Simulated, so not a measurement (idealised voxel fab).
Process module in this document: voxel ribs on slabs
Cross-section cut spans 145 nm and uses square cells 5 nm in size.
Think of the cross-section as a grid of square cells. We describe it in bands, top to bottom, and each band covers one or more rows of those cells.
The entry gives the band's vertical extent as a top height and a bottom height in nm, then its horizontal make-up as materials from left to right, each with a width in nm. "air" stands for empty space; a single material marked "all across" fills the band edge to edge.
Height datum 0, below which the as-received substrate wafer is one material. Lowest band open at the bottom, running downward: "0..down".
So if you see something like "30 to 40" for the width, read it as the top row of the band sitting at the first number and the bottom row at the second, with every row in between moving by the same amount as the last.
What does "no modifications" mean for a step? It means no cell of the cross-section changed in that step.
"Closed-off voids": empty spaces of 8 cells or more with no open way to the top, each given as width x height at distance, distance from the left edge, all in nm.
Past the settings on a step's line: simulator remark, on that step.
Among the settings permitted on a step's line is "overlay nm"; applied to a step with a mask, it specifies the extent to which the mask lay to the right of its planned position, whereas a negative figure signifies a position to the left.
-- The following list gives the planned process steps
1) RECEIVE with material Si
2) DIRECTIONAL_DEP with material SiO2, thk nm 30
3) DIRECTIONAL_DEP with material polySi, thk nm 20
4) DIRECTIONAL_DEP with material aC, thk nm 5
5) PATTERN with tone cover, mask id RIB, material resist, width nm 30, thk nm 35, overlay nm 0
6) DIRECTIONAL_ETCH with etch materials aC, depth nm 15
7) STRIP with etch materials resist
8) DIRECTIONAL_ETCH with etch materials polySi, depth nm 15
9) STRIP with etch materials aC
10) PATTERN with tone cover, mask id SLAB, material resist, width nm 90, thk nm 15, overlay nm 0
11) DIRECTIONAL_ETCH with etch materials polySi, depth nm 5
12) STRIP with etch materials resist
13) FILL_DEP with material SiO2, thk nm 25
14) CMP with height nm 70
15) DIRECTIONAL_DEP with material TiN, thk nm 5
16) PATTERN with tone cover, mask id HEATER, material resist, width nm 40, thk nm 15, overlay nm 0
17) DIRECTIONAL_ETCH with etch materials TiN, depth nm 5
18) STRIP with etch materials resist
19) CONFORMAL_DEP with material SiO2, thk nm 10
All wafers enter the flow in the same state. The thk nm at step 4 differs from wafer to wafer, and the plan gives the value for the first wafer.
-- The first of several wafers, as received after step 1, seen in section
- 0..down = Si all across
- Closed-off voids: none
-- Note: the following table is arranged by wafer, a row apiece. Each row reports the end-of-module state: per material, cells gained (+) or cells lost (-) compared with the wafer as received; closed voids follow
thk nm 5; +432 SiO2; +8 TiN; +36 polySi; Closed-off voids: none
thk nm 10; +432 SiO2; +8 TiN; +36 polySi; Closed-off voids: none
thk nm 15; +432 SiO2; +8 TiN; +36 polySi; Closed-off voids: none
thk nm 20; +363 SiO2; +8 TiN; +105 polySi; Closed-off voids: none
thk nm 25; +363 SiO2; +8 TiN; +105 polySi; Closed-off voids: none
thk nm 30; +363 SiO2; +8 TiN; +105 polySi; Closed-off voids: none
